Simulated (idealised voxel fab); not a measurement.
process module | voxel self aligned contacts
cross-section cut | 260 nm wide | cells 5 nm
A cross-section is a grid of square cells, given in bands from the top down. A band is one or more rows of cells.
Each band's line starts with the height of the band's top and of its bottom, in nm. Then come its materials from left to right, each with its width in nm. One material with "throughout" fills the band from edge to edge. "air" is empty space.
Height 0 is the level under which the wafer as received is all one material. The lowest band goes on downwards, as in "0 down".
A width such as "30 to 40" changes by the same amount from each row of cells to the next, from the band's top row to its bottom row.
"no change" after a step means that no cell of the cross-section changed.
closed voids: empty space of 8 cells or more with no open way to the top, each as width x height at its distance from the left edge, in nm
after a step's settings: what the simulator itself notes on the step
overlay nm, on a step with a mask: how far to the right of its planned place the mask lay; to the left if negative
plan
1 op RECEIVE | material Si
2 op OXIDIZE | depth nm 5
3 op DIRECTIONAL_DEP | material polySi | thk nm 25
4 op DIRECTIONAL_DEP | material SiN | thk nm 25
5 op MASKED_ETCH | tone cover | mask id GATE | width nm 20 | pitch nm 75 | etch materials SiN | depth nm 25 | overlay nm 0
6 op MASKED_ETCH | tone cover | mask id GATE | width nm 30 | pitch nm 75 | etch materials polySi | depth nm 25 | overlay nm 0
7 op CONFORMAL_DEP | material SiN | thk nm 10
8 op DIRECTIONAL_ETCH | etch materials SiN | depth nm 10
9 op FILL_DEP | material SiO2 | thk nm 15
10 op CMP | height nm 60
11 op DIRECTIONAL_DEP | material aC | thk nm 10
12 op PATTERN | tone open | mask id CONTACT | material resist | width nm 55 | pitch nm 75 | thk nm 30 | overlay nm 0
13 op DIRECTIONAL_ETCH | etch materials aC | depth nm 10
14 op STRIP | etch materials resist
15 op DIRECTIONAL_ETCH | etch materials SiO2 | depth nm 65
16 op STRIP | etch materials aC
17 op CONFORMAL_DEP | material TiN | thk nm 5
18 op FILL_DEP | material Ru | thk nm 10
19 op CMP | height nm 60
20 op CONFORMAL_DEP | material SiCN | thk nm 5
varied across the wafers: width nm of step 5. The plan shows the first wafer's value. All wafers start alike
first wafer as received, after step 1
  0 down: Si throughout
  closed voids: none
each wafer at the end: cells of each material gained (+) or lost (-) since it was received, then its closed voids
width nm 20 | +104 Ru | -52 Si | +52 SiCN | +180 SiN | +232 SiO2 | +70 TiN | +90 polySi | closed voids: none
width nm 25 | +94 Ru | -52 Si | +52 SiCN | +195 SiN | +227 SiO2 | +70 TiN | +90 polySi | closed voids: none
width nm 30 | +84 Ru | -52 Si | +52 SiCN | +210 SiN | +222 SiO2 | +70 TiN | +90 polySi | closed voids: none
width nm 35 | +62 Ru | -52 Si | +52 SiCN | +225 SiN | +214 SiO2 | +70 TiN | +105 polySi | closed voids: none
width nm 40 | +40 Ru | -52 Si | +52 SiCN | +240 SiN | +206 SiO2 | +70 TiN | +120 polySi | closed voids: none
width nm 45 | +18 Ru | -52 Si | +52 SiCN | +255 SiN | +198 SiO2 | +70 TiN | +135 polySi | closed voids: none
